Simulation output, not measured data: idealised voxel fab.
You're looking at the process module voxel air gaps.
Displayed cross-section: cut, width of 210 nm, square cells sized 5 nm.
A cross-section is a grid of square cells, given in bands from the top down. A band is one or more rows of cells. For a band, the entry starts with two heights in nm, that of the top and then that of the bottom, and carries on with the band's materials in order from left to right, each alongside its width in nm; the word "throughout" beside a single material means it fills the band edge to edge, and "empty" means empty space. Heights are reckoned from 0. Under this level, the received wafer is all of one material. The bottommost band is open-ended downward, for example "from 0 down". With a width like "30..40", each row of cells in the band differs from the next by the same amount, the top row carrying the first number and the bottom row the second. Step note "no modifications" = no cross-section cell changed. Any empty space of 8 cells or more lacking an open way to the top shows up in "Closed void entries" as width x height at distance, distance from the left edge, in nm. It should be noted that, on the line of a given step, the content following the step's settings is a remark produced by the simulator itself with respect to that step. Steps that use a mask can have "overlay nm" on their line. It says how far the mask sat to the right of where it was meant to be. Negative means to the left.
The process steps that were planned are listed below
1) RECEIVE, material Si
2) CONFORMAL_DEP, material SiO2, thk nm 10
3) CONFORMAL_DEP, material SiN, thk nm 5
4) DIRECTIONAL_DEP, material lowk, thk nm 40
5) PATTERN, tone open, mask id LINES, material resist, width nm 15, pitch nm 40, thk nm 15, overlay nm 0
6) DIRECTIONAL_ETCH, etch materials lowk, depth nm 40
7) STRIP, etch materials resist
8) CONFORMAL_DEP, material TiN, thk nm 5
9) FILL_DEP, material Ru, thk nm 10
10) CMP, height nm 55
11) EPI, material Ru, thk nm 10
12) SELECTIVE_ETCH, etch materials lowk, depth nm 50
13) CONFORMAL_DEP, material SiCN, thk nm 5
As-received wafer cross-section (after step 1)
> from 0 down = Si throughout
> Closed void entries: none
The cross-section shown corresponds to the wafer at the conclusion of the module. The initial structure and the process plan are those presented above; however, one mistake occurred in executing the plan
> from 85 to 80 = SiCN throughout
> from 80 to 60 = Ru throughout
> from 60 to 55 = TiN 60 nm | Ru 5 nm | TiN 35 nm | Ru 5 nm | TiN 35 nm | Ru 5 nm | TiN 65 nm
> from 55 to 20 = lowk 55 nm | TiN 5 nm | Ru 5 nm | TiN 5 nm | lowk 25 nm | TiN 5 nm | Ru 5 nm | TiN 5 nm | lowk 25 nm | TiN 5 nm | Ru 5 nm | TiN 5 nm | lowk 60 nm
> from 20 to 15 = lowk 55 nm | TiN 15 nm | lowk 25 nm | TiN 15 nm | lowk 25 nm | TiN 15 nm | lowk 60 nm
> from 15 to 10 = SiN throughout
> from 10 to 0 = SiO2 throughout
> from 0 down = Si throughout
> Closed void entries: none
The mistake made against the process plan was this: not run: step 10 of the plan (skipped)
